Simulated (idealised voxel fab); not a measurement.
This section sets out a process module, namely voxel wiring stack.
Square cell edge 5 nm, section width 185 nm, ID cut.
Cross-sections here: square-cell grids, written as top-down lists of bands, a band being one or more rows of cells. Within each band entry, the heights of the top and of the bottom of the band appear first, in that order and in nm; the materials of the band then follow from left to right, each with its corresponding width in nm. The designation "edge to edge" on a single material indicates that it fills the band from edge to edge; the designation "blank" indicates empty space. Heights from 0 (as-received wafer is one material below). Bottom band endless downward, as "from 0 down". With a width like "30->40", each row of cells in the band differs from the next by the same amount, the top row carrying the first number and the bottom row the second. You'll sometimes find "no change" written for a step, and that's the way of saying that nowhere in the cross-section did a cell change during that step. The entry titled "Cavities, sealed" provides the empty spaces that have no open way to the top, restricted to those of 8 cells or more. Each is presented as width x height at distance, the distance being measured from the left edge, with all three in nm. Past the settings on a step's line: simulator remark, on that step. overlay nm: where the mask lay relative to plan, measured to the right, on steps with a mask; negatives go left.
PROCESS STEPS FORESEEN IN THE PLAN
- 1: RECEIVE | material Si
- 2: CONFORMAL_DEP | material SiO2 | thk nm 15
- 3: DIRECTIONAL_DEP | material TiN | thk nm 5
- 4: DIRECTIONAL_DEP | material Ru | thk nm 25
- 5: PATTERN | tone cover | mask id METAL_1 | material resist | width nm 30 | pitch nm 45 | thk nm 15 | overlay nm 0
- 6: DIRECTIONAL_ETCH | etch materials Ru | depth nm 25
- 7: DIRECTIONAL_ETCH | etch materials TiN | depth nm 5
- 8: STRIP | etch materials resist
- 9: CONFORMAL_DEP | material SiCN | thk nm 5
- 10: FILL_DEP | material SiO2 | thk nm 5
- 11: CMP | height nm 45
- 12: CONFORMAL_DEP | material SiCN | thk nm 5
- 13: DIRECTIONAL_DEP | material lowk | thk nm 10
- 14: DIRECTIONAL_DEP | material aC | thk nm 15
- 15: PATTERN | tone open | mask id PLUG_1 | material resist | width nm 15 | pitch nm 90 | thk nm 30 | overlay nm 0
- 16: DIRECTIONAL_ETCH | etch materials aC | depth nm 15
- 17: STRIP | etch materials resist
- 18: DIRECTIONAL_ETCH | etch materials lowk | depth nm 10
- 19: DIRECTIONAL_ETCH | etch materials SiCN | depth nm 5
- 20: STRIP | etch materials aC
- 21: EPI | material Ru | thk nm 10
- 22: EPI | material Ru | thk nm 5
- 23: CONFORMAL_DEP | material SiN | thk nm 5
- 24: DIRECTIONAL_DEP | material lowk | thk nm 25
- 25: MASKED_ETCH | tone open | mask id METAL_2 | width nm 30 | pitch nm 45 | etch materials lowk | depth nm 25 | overlay nm 0
- 26: MASKED_ETCH | tone open | mask id METAL_2 | width nm 30 | pitch nm 45 | etch materials SiN | depth nm 5 | overlay nm 0
- 27: CONFORMAL_DEP | material TiN | thk nm 5
- 28: FILL_DEP | material Cu | thk nm 5
- 29: CMP | height nm 90
- 30: EPI | material Ru | thk nm 5
- 31: FILL_DEP | material SiCN | thk nm 5
- 32: DIRECTIONAL_DEP | material lowk | thk nm 25
- 33: DIRECTIONAL_DEP | material aC | thk nm 15
- 34: PATTERN | tone open | mask id METAL_3_HOLES | material resist | width nm 15 | pitch nm 45 | thk nm 35 | overlay nm 0
- 35: DIRECTIONAL_ETCH | etch materials aC | depth nm 15
- 36: STRIP | etch materials resist
- 37: DIRECTIONAL_ETCH | etch materials lowk | depth nm 25
- 38: STRIP | etch materials aC
- 39: DIRECTIONAL_DEP | material aC | thk nm 10
- 40: PATTERN | tone open | mask id METAL_3 | material resist | width nm 30 | pitch nm 45 | thk nm 30 | overlay nm 0
- 41: DIRECTIONAL_ETCH | etch materials aC | depth nm 10
- 42: STRIP | etch materials resist
- 43: DIRECTIONAL_ETCH | etch materials lowk | depth nm 15
- 44: DIRECTIONAL_ETCH | etch materials SiCN | depth nm 5
- 45: STRIP | etch materials aC
- 46: CONFORMAL_DEP | material TiN | thk nm 5
- 47: FILL_DEP | material Cu | thk nm 10
- 48: CMP | height nm 125
- 49: CONFORMAL_DEP | material SiN | thk nm 5
CROSS-SECTION: WAFER ON ARRIVAL = AFTER STEP 1
  from 0 down | Si edge to edge
  Cavities, sealed: none
POST-MODULE CROSS-SECTION: IDENTICAL START AND PLAN TO THOSE ABOVE, ONE MISSTEP IN EXECUTION
  from 130 to 125 | SiN edge to edge
  from 125 to 115 | lowk 30 | TiN 5 | Cu 20 | TiN 5 | lowk 15 | TiN 5 | Cu 20 | TiN 5 | lowk 15 | TiN 5 | Cu 20 | TiN 5 | lowk 35
  from 115 to 110 | lowk 30 | TiN 5 | Cu 5 | TiN 20 | lowk 15 | TiN 5 | Cu 5 | TiN 20 | lowk 15 | TiN 5 | Cu 5 | TiN 20 | lowk 35
  from 110 to 100 | lowk 30 | TiN 5 | Cu 5 | TiN 5 | lowk 30 | TiN 5 | Cu 5 | TiN 5 | lowk 30 | TiN 5 | Cu 5 | TiN 5 | lowk 50
  from 100 to 95 | SiCN 30 | TiN 15 | SiCN 30 | TiN 15 | SiCN 30 | TiN 15 | SiCN 50
  from 95 to 90 | SiCN 25 | Ru 40 | SiCN 5 | Ru 40 | SiCN 5 | Ru 40 | SiCN 30
  from 90 to 65 | lowk 30 | TiN 5 | Cu 20 | TiN 5 | lowk 15 | TiN 5 | Cu 20 | TiN 5 | lowk 15 | TiN 5 | Cu 20 | TiN 5 | lowk 35
  from 65 to 60 | SiN 30 | TiN 30 | SiN 15 | TiN 30 | SiN 15 | TiN 30 | SiN 35
  from 60 to 50 | lowk 25 | Ru 25 | lowk 65 | Ru 25 | lowk 45
  from 50 to 45 | SiCN 25 | Ru 25 | SiCN 65 | Ru 25 | SiCN 45
  from 45 to 20 | SiO2 25 | SiCN 5 | Ru 30 | SiCN 5 | SiO2 5 | SiCN 5 | Ru 30 | SiCN 5 | SiO2 5 | SiCN 5 | Ru 30 | SiCN 5 | SiO2 30
  from 20 to 15 | SiCN 30 | TiN 30 | SiCN 15 | TiN 30 | SiCN 15 | TiN 30 | SiCN 35
  from 15 to 0 | SiO2 edge to edge
  from 0 down | Si edge to edge
  Cavities, sealed: none
What was the processing mistake? step 15 was processed under conditions differing from the plan, specifically as PATTERN | tone open | mask id PLUG_1 | material resist | width nm 25 | pitch nm 90 | thk nm 30 | overlay nm 0
